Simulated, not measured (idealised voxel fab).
The name of this process module is voxel released beams.
Section cut is 275 nm wide and gridded with 5 nm square cells.
In what follows, cross-sections appear as grids of square cells, described through bands that run from the top down, where every band is one or more rows of cells.
Heads up on the band format: heights come first, top then bottom, in nm. After that it's the materials left to right, each with its width in nm. A single material flagged "everywhere" fills the whole band edge to edge, and "empty" means there's empty space there.
Height reference: 0 = level under which incoming wafer is all one material. Lowest band: no bottom, runs on downward, e.g. "from 0 down".
A two-number width, for instance "30..40", indicates that the width is equal to the first number in the top row of the band and to the second number in the bottom row, and that it changes by a constant amount per row of cells.
The cross-section has no changed cell in any step marked "same as before".
Closed voids list: empty space of 8 cells or more with no open way to the top, each as width x height at its distance from the left edge, in nm
Note: text after step settings on the step line = simulator remark on that step.
overlay nm: mask offset rightward from planned place, masked step; negative means leftward offset.
**plan**
1 RECEIVE, material Si
2 CONFORMAL_DEP, material Al2O3, thk nm 5
3 DIRECTIONAL_DEP, material SiO2, thk nm 10
4 DIRECTIONAL_DEP, material aC, thk nm 15
5 PATTERN, tone open, mask id ANCHOR, material resist, width nm 45, thk nm 35, overlay nm 0
6 DIRECTIONAL_ETCH, etch materials aC, depth nm 15
7 STRIP, etch materials resist
8 DIRECTIONAL_ETCH, etch materials SiO2, depth nm 10
9 STRIP, etch materials aC
10 CONFORMAL_DEP, material polySi, thk nm 15
11 PATTERN, tone cover, mask id BEAM, material resist, width nm 95, thk nm 20, overlay nm 0
12 DIRECTIONAL_ETCH, etch materials polySi, depth nm 15
13 STRIP, etch materials resist
14 STRIP, etch materials SiO2
**Cross-section of the incoming wafer, state after step 1**
> from 0 down: Si everywhere
> Closed voids list: none
**The plan above was carried out on the starting structure above with one mistake, and this cross-section shows the wafer at the end of the module**
> from 30 to 20: 85 nm empty  15 nm polySi  25 nm empty  55 nm polySi  95 nm empty
> from 20 to 15: 85 nm empty  95 nm polySi  95 nm empty
> from 15 to 5: 85 nm empty  55 nm polySi  135 nm empty
> from 5 to 0: Al2O3 everywhere
> from 0 down: Si everywhere
> Closed voids list: none
Where did the run depart from the plan? step 5 changed vs plan, executed as PATTERN, tone open, mask id ANCHOR, material resist, width nm 55, thk nm 35, overlay nm 0
